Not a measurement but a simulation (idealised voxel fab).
process module | voxel spacer lines
cross-section cut | 160 nm wide | cells 5 nm
A cross-section is a grid of square cells, given in bands from the top down. A band is one or more rows of cells.
Each band's line starts with the height of the band's top and of its bottom, in nm. Then come its materials from left to right, each with its width in nm. One material with "throughout" fills the band from edge to edge. "air" is empty space.
Height 0 is the level under which the wafer as received is all one material. The lowest band goes on downwards, as in "0 down".
A width such as "30 to 40" changes by the same amount from each row of cells to the next, from the band's top row to its bottom row.
"no change" after a step means that no cell of the cross-section changed.
closed voids: empty space of 8 cells or more with no open way to the top, each as width x height at its distance from the left edge, in nm
after a step's settings: what the simulator itself notes on the step
overlay nm, on a step with a mask: how far to the right of its planned place the mask lay; to the left if negative
plan
1 op RECEIVE | material Si
2 op CONFORMAL_DEP | material Al2O3 | thk nm 5
3 op DIRECTIONAL_DEP | material TiN | thk nm 15
4 op DIRECTIONAL_DEP | material polySi | thk nm 20
5 op PATTERN | tone cover | mask id MANDREL | material resist | width nm 25 | pitch nm 80 | thk nm 30 | overlay nm 0
6 op DIRECTIONAL_ETCH | etch materials polySi | depth nm 20
7 op STRIP | etch materials resist
8 op CONFORMAL_DEP | material SiO2 | thk nm 15
9 op DIRECTIONAL_ETCH | etch materials SiO2 | depth nm 15
10 op STRIP | etch materials polySi
11 op DIRECTIONAL_ETCH | etch materials TiN | depth nm 15
12 op STRIP | etch materials SiO2
13 op FILL_DEP | material lowk | thk nm 10
14 op CMP | height nm 20
as received, after step 1
  0 down: Si throughout
  closed voids: none
first wafer at the end, as planned
  20 to 5: lowk 10 | TiN 15 | lowk 25 | TiN 15 | lowk 25 | TiN 15 | lowk 25 | TiN 15 | lowk 15
  5 to 0: Al2O3 throughout
  0 down: Si throughout
  closed voids: none
second wafer at the end: like start, like plan, one mistake
  20 to 5: lowk 10 | TiN 15 | lowk 25 | TiN 15 | lowk 25 | TiN 15 | lowk 25 | TiN 15 | lowk 15
  5 to 0: polySi throughout
  0 down: Si throughout
  closed voids: none
what went wrong: step 2 ran as: op CONFORMAL_DEP | material polySi | thk nm 5
at the end the second wafer has, in cells: 32 fewer of Al2O3 | 32 more of polySi
